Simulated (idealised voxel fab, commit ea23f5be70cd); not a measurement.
Name of the process module below: voxel tone inversion
For reference, the cross-section in this document is cut, with width 165 nm and square cells of 5 nm.
A cross-section is written here as square cells arranged in a grid, and it is given in bands from the top down, each band taking up one or more rows of cells.
In this notation a band is specified by the heights of its top and bottom, in that order and in nm, after which its materials appear from left to right, each paired with its width in nm. The word "all across" attached to a single material means that material fills the band from edge to edge; the word "blank" stands for empty space.
Beneath 0, the wafer as received is one material, and that level is where height counting begins. The lowest band goes on downward without a bottom; it is written like "0..down".
It should be noted that a width expressed as "30..40" varies in equal increments from row to row of cells within the band, taking the value of the first number at the top row and that of the second number at the bottom row.
A step reported as "nothing got changed" is a step in which no cell of the cross-section changed.
The label "closed voids" introduces a list of the empty spaces, 8 cells or larger, that have no open way up to the top; each entry in it reads width x height at distance, where the distance is taken from the left edge and all three are stated in nm.
What comes after the settings on a step's line is commentary from the simulator itself on that step.
The "overlay nm" setting may appear on a step's line; for a step that uses a mask, it gives how far to the right of its planned position the mask lay, and a negative value indicates the left.
For the reader: what remains of this document is a series of pairs, each showing a cross-section before one process step and a cross-section after that step which reaches down only to the lowest band that changed, with the step between them and its settings set out under the pair. It should not be assumed that a pair continues from the pair above it; the pairs can come from different runs of this module on the same starting wafer, and such continuity exists only where the entry headed "Before processing step" says so.
Before processing step:
  0..down = Si all across
  closed voids: none
Step Result:
  5..0 = SiCN all across
  Lower than 0, everything is as it was.
  closed voids: none
Process step separating the two views above: CONFORMAL_DEP | material SiCN | thk nm 5
Before processing step: starting point is the after cross-section of the pair just above.
Step Result:
  20..5 = polySi all across
  Lower than 5, everything is as it was.
  closed voids: none
Process step separating the two views above: DIRECTIONAL_DEP | material polySi | thk nm 15
Before processing step: starting point is the after cross-section of the pair just above.
Step Result:
  40..20 = blank (55) / resist (15) / blank (25) / resist (15) / blank (55)
  Lower than 20, everything is as it was.
  closed voids: none
Process step separating the two views above: PATTERN | tone cover | mask id POSTS | material resist | width nm 15 | pitch nm 40 | thk nm 20 | overlay nm 0
Before processing step: starting point is the after cross-section of the pair just above.
Step Result:
  40..20 = blank (55) / resist (15) / blank (25) / resist (15) / blank (55)
  20..5 = blank (55) / polySi (15) / blank (25) / polySi (15) / blank (55)
  Lower than 5, everything is as it was.
  closed voids: none
Process step separating the two views above: DIRECTIONAL_ETCH | etch materials polySi | depth nm 15
Before processing step: starting point is the after cross-section of the pair just above.
Step Result:
  20..5 = blank (55) / polySi (15) / blank (25) / polySi (15) / blank (55)
  Lower than 5, everything is as it was.
  closed voids: none
Process step separating the two views above: STRIP | etch materials resist
Before processing step: starting point is the after cross-section of the pair just above.
Step Result:
  25..20 = SiO2 all across
  20..5 = SiO2 (55) / polySi (15) / SiO2 (25) / polySi (15) / SiO2 (55)
  Lower than 5, everything is as it was.
  closed voids: none
Process step separating the two views above: FILL_DEP | material SiO2 | thk nm 5
Before processing step: starting point is the after cross-section of the pair just above.
Step Result:
  20..5 = SiO2 (55) / polySi (15) / SiO2 (25) / polySi (15) / SiO2 (55)
  Lower than 5, everything is as it was.
  closed voids: none
Process step separating the two views above: CMP | height nm 20
Before processing step: starting point is the after cross-section of the pair just above.
Step Result:
  20..5 = SiO2 (55) / blank (15) / SiO2 (25) / blank (15) / SiO2 (55)
  Lower than 5, everything is as it was.
  closed voids: none
Process step separating the two views above: STRIP | etch materials polySi
Before processing step:
  0..down = Si all across
  closed voids: none
Step Result:
  15..0 = polySi all across
  Lower than 0, everything is as it was.
  closed voids: none
Process step separating the two views above: DIRECTIONAL_DEP | material polySi | thk nm 15
Before processing step: starting point is the after cross-section of the pair just above.
Step Result:
  35..15 = blank (55) / resist (15) / blank (25) / resist (15) / blank (55)
  Lower than 15, everything is as it was.
  closed voids: none
Process step separating the two views above: PATTERN | tone cover | mask id POSTS | material resist | width nm 15 | pitch nm 40 | thk nm 20 | overlay nm 0
Before processing step: starting point is the after cross-section of the pair just above.
Step Result:
  35..15 = blank (55) / resist (15) / blank (25) / resist (15) / blank (55)
  15..0 = blank (55) / polySi (15) / blank (25) / polySi (15) / blank (55)
  Lower than 0, everything is as it was.
  closed voids: none
Process step separating the two views above: DIRECTIONAL_ETCH | etch materials polySi | depth nm 15
Before processing step: starting point is the after cross-section of the pair just above.
Step Result:
  15..0 = blank (55) / polySi (15) / blank (25) / polySi (15) / blank (55)
  Lower than 0, everything is as it was.
  closed voids: none
Process step separating the two views above: STRIP | etch materials resist
Before processing step: starting point is the after cross-section of the pair just above.
Step Result:
  20..15 = SiO2 all across
  15..0 = SiO2 (55) / polySi (15) / SiO2 (25) / polySi (15) / SiO2 (55)
  Lower than 0, everything is as it was.
  closed voids: none
Process step separating the two views above: FILL_DEP | material SiO2 | thk nm 5
Before processing step:
  15..0 = polySi all across
  0..down = Si all across
  closed voids: none
Step Result:
  20..15 = SiCN all across
  Lower than 15, everything is as it was.
  closed voids: none
Process step separating the two views above: CONFORMAL_DEP | material SiCN | thk nm 5
Before processing step: starting point is the after cross-section of the pair just above.
Step Result:
  40..20 = blank (55) / resist (15) / blank (25) / resist (15) / blank (55)
  Lower than 20, everything is as it was.
  closed voids: none
Process step separating the two views above: PATTERN | tone cover | mask id POSTS | material resist | width nm 15 | pitch nm 40 | thk nm 20 | overlay nm 0
Before processing step: starting point is the after cross-section of the pair just above.
Step Result:
  20..15 = SiCN all across
  Lower than 15, everything is as it was.
  closed voids: none
Process step separating the two views above: STRIP | etch materials resist
Before processing step: starting point is the after cross-section of the pair just above.
Step Result:
  25..20 = SiO2 all across
  Lower than 20, everything is as it was.
  closed voids: none
Process step separating the two views above: FILL_DEP | material SiO2 | thk nm 5
Before processing step: starting point is the after cross-section of the pair just above.
Step Result:
  20..15 = SiCN all across
  Lower than 15, everything is as it was.
  closed voids: none
Process step separating the two views above: CMP | height nm 20
Before processing step:
  25..20 = SiO2 all across
  20..5 = SiO2 (55) / polySi (15) / SiO2 (25) / polySi (15) / SiO2 (55)
  5..0 = SiCN all across
  0..down = Si all across
  closed voids: none
Step Result:
  10..5 = SiO2 (55) / polySi (15) / SiO2 (25) / polySi (15) / SiO2 (55)
  Lower than 5, everything is as it was.
  closed voids: none
Process step separating the two views above: CMP | height nm 10
Before processing step: starting point is the after cross-section of the pair just above.
Step Result:
  10..5 = SiO2 (55) / blank (15) / SiO2 (25) / blank (15) / SiO2 (55)
  Lower than 5, everything is as it was.
  closed voids: none
Process step separating the two views above: STRIP | etch materials polySi
Before processing step:
  20..5 = polySi all across
  5..0 = SiCN all across
  0..down = Si all across
  closed voids: none
Step Result:
  40..20 = blank (50) / resist (25) / blank (15) / resist (25) / blank (50)
  Lower than 20, everything is as it was.
  closed voids: none
Process step separating the two views above: PATTERN | tone cover | mask id POSTS | material resist | width nm 25 | pitch nm 40 | thk nm 20 | overlay nm 0
Before processing step: starting point is the after cross-section of the pair just above.
Step Result:
  40..20 = blank (50) / resist (25) / blank (15) / resist (25) / blank (50)
  20..5 = blank (50) / polySi (25) / blank (15) / polySi (25) / blank (50)
  Lower than 5, everything is as it was.
  closed voids: none
Process step separating the two views above: DIRECTIONAL_ETCH | etch materials polySi | depth nm 15
Before processing step: starting point is the after cross-section of the pair just above.
Step Result:
  20..5 = blank (50) / polySi (25) / blank (15) / polySi (25) / blank (50)
  Lower than 5, everything is as it was.
  closed voids: none
Process step separating the two views above: STRIP | etch materials resist
Before processing step: starting point is the after cross-section of the pair just above.
Step Result:
  25..20 = SiO2 all across
  20..5 = SiO2 (50) / polySi (25) / SiO2 (15) / polySi (25) / SiO2 (50)
  Lower than 5, everything is as it was.
  closed voids: none
Process step separating the two views above: FILL_DEP | material SiO2 | thk nm 5
Before processing step: starting point is the after cross-section of the pair just above.
Step Result:
  20..5 = SiO2 (50) / polySi (25) / SiO2 (15) / polySi (25) / SiO2 (50)
  Lower than 5, everything is as it was.
  closed voids: none
Process step separating the two views above: CMP | height nm 20
Before processing step: starting point is the after cross-section of the pair just above.
Step Result:
  20..5 = SiO2 (50) / blank (25) / SiO2 (15) / blank (25) / SiO2 (50)
  Lower than 5, everything is as it was.
  closed voids: none
Process step separating the two views above: STRIP | etch materials polySi
Before processing step:
  20..5 = polySi all across
  5..0 = SiCN all across
  0..down = Si all across
  closed voids: none
Step Result:
  40..20 = blank (50) / resist (15) / blank (25) / resist (15) / blank (60)
  Lower than 20, everything is as it was.
  closed voids: none
Process step separating the two views above: PATTERN | tone cover | mask id POSTS | material resist | width nm 15 | pitch nm 40 | thk nm 20 | overlay nm -5
Before processing step: starting point is the after cross-section of the pair just above.
Step Result:
  40..20 = blank (50) / resist (15) / blank (25) / resist (15) / blank (60)
  20..5 = blank (50) / polySi (15) / blank (25) / polySi (15) / blank (60)
  Lower than 5, everything is as it was.
  closed voids: none
Process step separating the two views above: DIRECTIONAL_ETCH | etch materials polySi | depth nm 15
Before processing step: starting point is the after cross-section of the pair just above.
Step Result:
  20..5 = blank (50) / polySi (15) / blank (25) / polySi (15) / blank (60)
  Lower than 5, everything is as it was.
  closed voids: none
Process step separating the two views above: STRIP | etch materials resist
Before processing step: starting point is the after cross-section of the pair just above.
Step Result:
  25..20 = SiO2 all across
  20..5 = SiO2 (50) / polySi (15) / SiO2 (25) / polySi (15) / SiO2 (60)
  Lower than 5, everything is as it was.
  closed voids: none
Process step separating the two views above: FILL_DEP | material SiO2 | thk nm 5
Before processing step: starting point is the after cross-section of the pair just above.
Step Result:
  20..5 = SiO2 (50) / polySi (15) / SiO2 (25) / polySi (15) / SiO2 (60)
  Lower than 5, everything is as it was.
  closed voids: none
Process step separating the two views above: CMP | height nm 20
Before processing step: starting point is the after cross-section of the pair just above.
Step Result:
  20..5 = SiO2 (50) / blank (15) / SiO2 (25) / blank (15) / SiO2 (60)
  Lower than 5, everything is as it was.
  closed voids: none
Process step separating the two views above: STRIP | etch materials polySi
Before processing step:
  5..0 = SiCN all across
  0..down = Si all across
  closed voids: none
Step Result:
  20..0 = SiCN all across
  Lower than 0, everything is as it was.
  closed voids: none
Process step separating the two views above: DIRECTIONAL_DEP | material SiCN | thk nm 15
Before processing step: starting point is the after cross-section of the pair just above.
Step Result:
  40..20 = blank (55) / resist (15) / blank (25) / resist (15) / blank (55)
  Lower than 20, everything is as it was.
  closed voids: none
Process step separating the two views above: PATTERN | tone cover | mask id POSTS | material resist | width nm 15 | pitch nm 40 | thk nm 20 | overlay nm 0
Before processing step: starting point is the after cross-section of the pair just above.
Step Result:
  20..0 = SiCN all across
  Lower than 0, everything is as it was.
  closed voids: none
Process step separating the two views above: STRIP | etch materials resist
Before processing step: starting point is the after cross-section of the pair just above.
Step Result:
  25..20 = SiO2 all across
  Lower than 20, everything is as it was.
  closed voids: none
Process step separating the two views above: FILL_DEP | material SiO2 | thk nm 5
Before processing step: starting point is the after cross-section of the pair just above.
Step Result:
  20..0 = SiCN all across
  Lower than 0, everything is as it was.
  closed voids: none
Process step separating the two views above: CMP | height nm 20
Before processing step:
  20..5 = polySi all across
  5..0 = SiCN all across
  0..down = Si all across
  closed voids: none
Step Result:
  40..20 = resist (55) / blank (15) / resist (25) / blank (15) / resist (55)
  Lower than 20, everything is as it was.
  closed voids: none
Process step separating the two views above: PATTERN | tone open | mask id POSTS | material resist | width nm 15 | pitch nm 40 | thk nm 20 | overlay nm 0
Before processing step: starting point is the after cross-section of the pair just above.
Step Result:
  40..20 = resist (55) / blank (15) / resist (25) / blank (15) / resist (55)
  20..5 = polySi (55) / blank (15) / polySi (25) / blank (15) / polySi (55)
  Lower than 5, everything is as it was.
  closed voids: none
Process step separating the two views above: DIRECTIONAL_ETCH | etch materials polySi | depth nm 15
Before processing step: starting point is the after cross-section of the pair just above.
Step Result:
  20..5 = polySi (55) / blank (15) / polySi (25) / blank (15) / polySi (55)
  Lower than 5, everything is as it was.
  closed voids: none
Process step separating the two views above: STRIP | etch materials resist
Before processing step: starting point is the after cross-section of the pair just above.
Step Result:
  25..20 = SiO2 all across
  20..5 = polySi (55) / SiO2 (15) / polySi (25) / SiO2 (15) / polySi (55)
  Lower than 5, everything is as it was.
  closed voids: none
Process step separating the two views above: FILL_DEP | material SiO2 | thk nm 5
Before processing step: starting point is the after cross-section of the pair just above.
Step Result:
  20..5 = polySi (55) / SiO2 (15) / polySi (25) / SiO2 (15) / polySi (55)
  Lower than 5, everything is as it was.
  closed voids: none
Process step separating the two views above: CMP | height nm 20
Before processing step: starting point is the after cross-section of the pair just above.
Step Result:
  20..5 = blank (55) / SiO2 (15) / blank (25) / SiO2 (15) / blank (55)
  Lower than 5, everything is as it was.
  closed voids: none
Process step separating the two views above: STRIP | etch materials polySi
